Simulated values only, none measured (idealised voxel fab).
process module | voxel capacitor over wiring
cross-section cut | 280 nm wide | cells 5 nm
A cross-section is a grid of square cells, given in bands from the top down. A band is one or more rows of cells.
Each band's line starts with the height of the band's top and of its bottom, in nm. Then come its materials from left to right, each with its width in nm. One material with "throughout" fills the band from edge to edge. "air" is empty space.
Height 0 is the level under which the wafer as received is all one material. The lowest band goes on downwards, as in "0 down".
A width such as "30 to 40" changes by the same amount from each row of cells to the next, from the band's top row to its bottom row.
"no change" after a step means that no cell of the cross-section changed.
closed voids: empty space of 8 cells or more with no open way to the top, each as width x height at its distance from the left edge, in nm
after a step's settings: what the simulator itself notes on the step
overlay nm, on a step with a mask: how far to the right of its planned place the mask lay; to the left if negative
plan
1 op RECEIVE | material Si
2 op CONFORMAL_DEP | material SiO2 | thk nm 10
3 op CONFORMAL_DEP | material SiN | thk nm 5
4 op DIRECTIONAL_DEP | material lowk | thk nm 20
5 op DIRECTIONAL_DEP | material aC | thk nm 10
6 op PATTERN | tone open | mask id METAL_1 | material resist | width nm 30 | pitch nm 80 | thk nm 25 | overlay nm 0
7 op DIRECTIONAL_ETCH | etch materials aC | depth nm 10
8 op STRIP | etch materials resist
9 op DIRECTIONAL_ETCH | etch materials lowk | depth nm 20
10 op DIRECTIONAL_ETCH | etch materials SiN | depth nm 5
11 op STRIP | etch materials aC
12 op CONFORMAL_DEP | material TiN | thk nm 5
13 op FILL_DEP | material Ru | thk nm 10
14 op CMP | height nm 35
15 op EPI | material Ru | thk nm 5
16 op FILL_DEP | material SiCN | thk nm 5
17 op DIRECTIONAL_DEP | material SiO2 | thk nm 20
18 op PATTERN | tone open | mask id PLUG_1 | material resist | width nm 15 | thk nm 15 | overlay nm 0
19 op DIRECTIONAL_ETCH | etch materials SiO2 | depth nm 20
20 op DIRECTIONAL_ETCH | etch materials SiCN | depth nm 5
21 op STRIP | etch materials resist
22 op EPI | material Ru | thk nm 10
23 op EPI | material Ru | thk nm 10
24 op EPI | material Ru | thk nm 5
25 op DIRECTIONAL_DEP | material TiN | thk nm 5
26 op DIRECTIONAL_DEP | material Al2O3 | thk nm 5
27 op DIRECTIONAL_DEP | material TiN | thk nm 5
28 op MASKED_ETCH | tone cover | mask id UPPER_PLATE | width nm 55 | etch materials TiN | depth nm 5 | overlay nm 0
29 op MASKED_ETCH | tone cover | mask id UPPER_PLATE | width nm 55 | etch materials Al2O3 | depth nm 5 | overlay nm 0
30 op PATTERN | tone cover | mask id LOWER_PLATE | material resist | width nm 65 | thk nm 20 | overlay nm 0
31 op DIRECTIONAL_ETCH | etch materials TiN | depth nm 5
32 op STRIP | etch materials resist
33 op FILL_DEP | material SiO2 | thk nm 15
34 op CMP | height nm 90
35 op PATTERN | tone open | mask id PLUG_2 | material resist | width nm 15 | thk nm 20 | overlay nm 0
36 op DIRECTIONAL_ETCH | etch materials SiO2 | depth nm 10
37 op STRIP | etch materials resist
38 op CONFORMAL_DEP | material TiN | thk nm 5
39 op FILL_DEP | material W | thk nm 5
40 op CMP | height nm 90
41 op CONFORMAL_DEP | material SiN | thk nm 5
as received, after step 1
  0 down: Si throughout
  closed voids: none
first wafer at the end, as planned
  95 to 90: SiN throughout
  90 to 85: SiO2 110 | TiN 5 | W 5 | TiN 5 | SiO2 155
  85 to 75: SiO2 110 to 100 | TiN 15 to 55 | SiO2 155 to 125
  75 to 70: SiO2 100 | Al2O3 55 | SiO2 125
  70 to 65: SiO2 95 | TiN 65 | SiO2 120
  65 to 45: SiO2 100 | Ru 15 | SiO2 165
  45 to 40: SiCN 100 | Ru 15 | SiCN 165
  40 to 35: SiCN 80 | Ru 40 | SiCN 40 | Ru 40 | SiCN 80
  35 to 15: lowk 85 | TiN 5 | Ru 20 | TiN 5 | lowk 50 | TiN 5 | Ru 20 | TiN 5 | lowk 85
  15 to 10: SiN 85 | TiN 30 | SiN 50 | TiN 30 | SiN 85
  10 to 0: SiO2 throughout
  0 down: Si throughout
  closed voids: none
second wafer at the end: like start, like plan, one mistake
  95 to 90: SiN throughout
  90 to 85: SiO2 110 | TiN 5 | W 5 | TiN 5 | SiO2 155
  85 to 75: SiO2 110 to 100 | TiN 15 to 55 | SiO2 155 to 125
  75 to 70: SiO2 100 | Al2O3 55 | SiO2 125
  70 to 65: SiO2 95 | TiN 65 | SiO2 120
  65 to 45: SiO2 100 | Ru 15 | SiO2 165
  45 to 40: SiCN 100 | Ru 15 | SiCN 165
  40 to 35: SiCN 80 | Ru 40 | SiCN 40 | Ru 40 | SiCN 80
  35 to 20: lowk 85 | TiN 5 | Ru 20 | TiN 5 | lowk 50 | TiN 5 | Ru 20 | TiN 5 | lowk 85
  20 to 15: lowk 85 | TiN 30 | lowk 50 | TiN 30 | lowk 85
  15 to 5: SiO2 throughout
  5 to 0: SiN throughout
  0 down: Si throughout
  closed voids: none
what went wrong: steps 2 and 3 were swapped
at the end the second wafer has, in cells: 8 fewer of Ru | 12 more of SiN | 4 fewer of TiN
